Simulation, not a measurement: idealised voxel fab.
You're looking at the process module voxel self aligned vias.
We display cut, a cross-section 295 nm in width whose square cells are each 5 nm.
If you're reading a cross-section in this doc, picture square cells in a grid; it comes to you as bands, top ones listed first down to the bottom, and a band can be one or more rows of cells.
The band entry comprises the height of the band's top followed by the height of its bottom, expressed in nm, and subsequently the band's materials from left to right, each stated together with its width in nm. Where a single material is marked with the word "everywhere", that material fills the band from edge to edge. The word "blank" represents empty space.
For the purposes of this specification, 0 denotes the height below which the wafer in its as-received condition is composed wholly of one material, and the lowermost band, lacking a lower limit, extends downward without end, as expressed in "z 0 and below".
Width "30..40": first value at the band's top row of cells, second value at its bottom row, equal change from row to row.
A step reported as "no change occurred" is a step in which no cell of the cross-section changed.
Voids not open to the top, 8 cells minimum: see "Closed empty spaces". Written width x height at distance; distance is from the left edge; nm.
That trailing text on a step's line, after the settings, is the simulator's own remark on the step.
overlay nm, on a step with a mask: how far to the right of its planned place the mask lay; to the left if negative
[The planned process steps are enumerated hereunder]
1. RECEIVE [material Si]
2. CONFORMAL_DEP [material SiO2] [thk nm 15]
3. CONFORMAL_DEP [material SiCN] [thk nm 5]
4. DIRECTIONAL_DEP [material SiO2] [thk nm 30]
5. DIRECTIONAL_DEP [material aC] [thk nm 15]
6. PATTERN [tone open] [mask id LINES] [material resist] [width nm 20] [pitch nm 70] [thk nm 35] [overlay nm 0]
7. DIRECTIONAL_ETCH [etch materials aC] [depth nm 15]
8. STRIP [etch materials resist]
9. DIRECTIONAL_ETCH [etch materials SiO2] [depth nm 30]
10. STRIP [etch materials aC]
11. CONFORMAL_DEP [material TiN] [thk nm 5]
12. FILL_DEP [material W] [thk nm 10]
13. CMP [height nm 50]
14. SELECTIVE_ETCH [etch materials W Ru TiN] [depth nm 10]
15. FILL_DEP [material SiN] [thk nm 5]
16. CMP [height nm 50]
17. DIRECTIONAL_DEP [material SiO2] [thk nm 20]
18. MASKED_ETCH [tone open] [mask id VIAS] [width nm 40] [pitch nm 140] [etch materials SiO2] [depth nm 20] [overlay nm 0]
19. MASKED_ETCH [tone open] [mask id VIAS] [width nm 40] [pitch nm 140] [etch materials SiN] [depth nm 10] [overlay nm 0]
20. CONFORMAL_DEP [material TiN] [thk nm 5]
21. FILL_DEP [material Ru] [thk nm 10]
22. CMP [height nm 70]
23. CONFORMAL_DEP [material SiN] [thk nm 5]
[Cross-sectional view of the wafer in its as-received condition, corresponding to the state after step 1]
* z 0 and below  Si everywhere
* Closed empty spaces: none
[The plan above was carried out on the starting structure above with one mistake, and this cross-section shows the wafer at the end of the module]
* z 75 to 70  SiN everywhere
* z 70 to 50  55 nm SiO2 | 5 nm TiN | 30 nm Ru | 5 nm TiN | 100 nm SiO2 | 5 nm TiN | 30 nm Ru | 5 nm TiN | 60 nm SiO2
* z 50 to 45  55 nm SiN | 15 nm TiN | 10 nm Ru | 15 nm TiN | 100 nm SiN | 15 nm TiN | 10 nm Ru | 15 nm TiN | 60 nm SiN
* z 45 to 40  65 nm SiO2 | 20 nm TiN | 50 nm SiO2 | 20 nm SiN | 50 nm SiO2 | 20 nm TiN | 70 nm SiO2
* z 40 to 20  65 nm SiO2 | 5 nm TiN | 10 nm W | 5 nm TiN | 50 nm SiO2 | 5 nm TiN | 10 nm W | 5 nm TiN | 50 nm SiO2 | 5 nm TiN | 10 nm W | 5 nm TiN | 70 nm SiO2
* z 20 to 15  65 nm SiO2 | 20 nm TiN | 50 nm SiO2 | 20 nm TiN | 50 nm SiO2 | 20 nm TiN | 70 nm SiO2
* z 15 to 0  SiO2 everywhere
* z 0 and below  Si everywhere
* Closed empty spaces: none
What was done differently from what was planned? step 3 was dropped from the plan's execution and never run
